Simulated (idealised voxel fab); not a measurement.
Module name: voxel plated lines (process module)
In the cross-section labelled cut, the width is 215 nm and each square cell is 5 nm.
If you're reading a cross-section in this doc, picture square cells in a grid; it comes to you as bands, top ones listed first down to the bottom, and a band can be one or more rows of cells. Top height, bottom height, nm. Materials left to right, width each, nm. Single material + "throughout" = fills band edge to edge. "empty" = empty. Convention: height 0 is the level below which the wafer, as received, is all one material. The lowest band does not terminate at the bottom but continues downward, represented as "0..down". A two-number width, for instance "30..40", indicates that the width is equal to the first number in the top row of the band and to the second number in the bottom row, and that it changes by a constant amount per row of cells. It should be understood that the words "no change occurred", when stated for a given step, signify that the cross-section underwent no change in any of its cells during that step. The entry "Catalogued sealed voids" lists the empty spaces that cover at least 8 cells and have no open path to the top. Each is written as width x height at distance, where the distance is measured from the left edge and all three values are in nm. That trailing text on a step's line, after the settings, is the simulator's own remark on the step. The optional step-line setting "overlay nm" applies to steps with a mask and quantifies how far to the right of its planned location the mask lay, a negative value indicating leftward placement.

Process steps - plan
1) RECEIVE,material Si
2) CONFORMAL_DEP,material SiO2,thk nm 15
3) DIRECTIONAL_DEP,material TiN,thk nm 5
4) PATTERN,tone open,mask id LINES,material resist,width nm 15,pitch nm 40,thk nm 40,overlay nm 0
5) EPI,material Ru,thk nm 10
6) EPI,material Ru,thk nm 5
7) EPI,material Ru,thk nm 5
8) STRIP,etch materials resist
9) DIRECTIONAL_ETCH,etch materials TiN,depth nm 5
10) CONFORMAL_DEP,material SiN,thk nm 10
Split variable: width nm, step 4. Plan value = first wafer. Wafers start alike.

First of several wafers (as received, post step 1), cross-sectional view
0..down  Si throughout
Catalogued sealed voids: none

First of several wafers, sectioned at end of module (last step: step 10)
50..40  empty 50, SiN 35, empty 5, SiN 35, empty 5, SiN 35, empty 50
40..25  empty 50, SiN 10, Ru 15, SiN 10, empty 5, SiN 10, Ru 15, SiN 10, empty 5, SiN 10, Ru 15, SiN 10, empty 50
25..20  SiN 60, Ru 15, SiN 25, Ru 15, SiN 25, Ru 15, SiN 60
20..15  SiN 60, TiN 15, SiN 25, TiN 15, SiN 25, TiN 15, SiN 60
15..0  SiO2 throughout
0..down  Si throughout
Catalogued sealed voids: none

Module end, final wafer: cross-section
50..40  empty 45, SiN 125, empty 45
40..25  empty 45, SiN 10, Ru 25, SiN 15, Ru 25, SiN 15, Ru 25, SiN 10, empty 45
25..20  SiN 55, Ru 25, SiN 15, Ru 25, SiN 15, Ru 25, SiN 55
20..15  SiN 55, TiN 25, SiN 15, TiN 25, SiN 15, TiN 25, SiN 55
15..0  SiO2 throughout
0..down  Si throughout
Catalogued sealed voids: none

The table below has one row for each wafer; a row shows, as of the end of the module, how many cells of each material the wafer has gained, marked (+), or lost, marked (-), since it was received, and then the wafer's closed voids
width nm 15 | +36 Ru | +146 SiN | +129 SiO2 | +9 TiN | Catalogued sealed voids: none
width nm 20 | +48 Ru | +146 SiN | +129 SiO2 | +12 TiN | Catalogued sealed voids: none
width nm 25 | +60 Ru | +136 SiN | +129 SiO2 | +15 TiN | Catalogued sealed voids: none
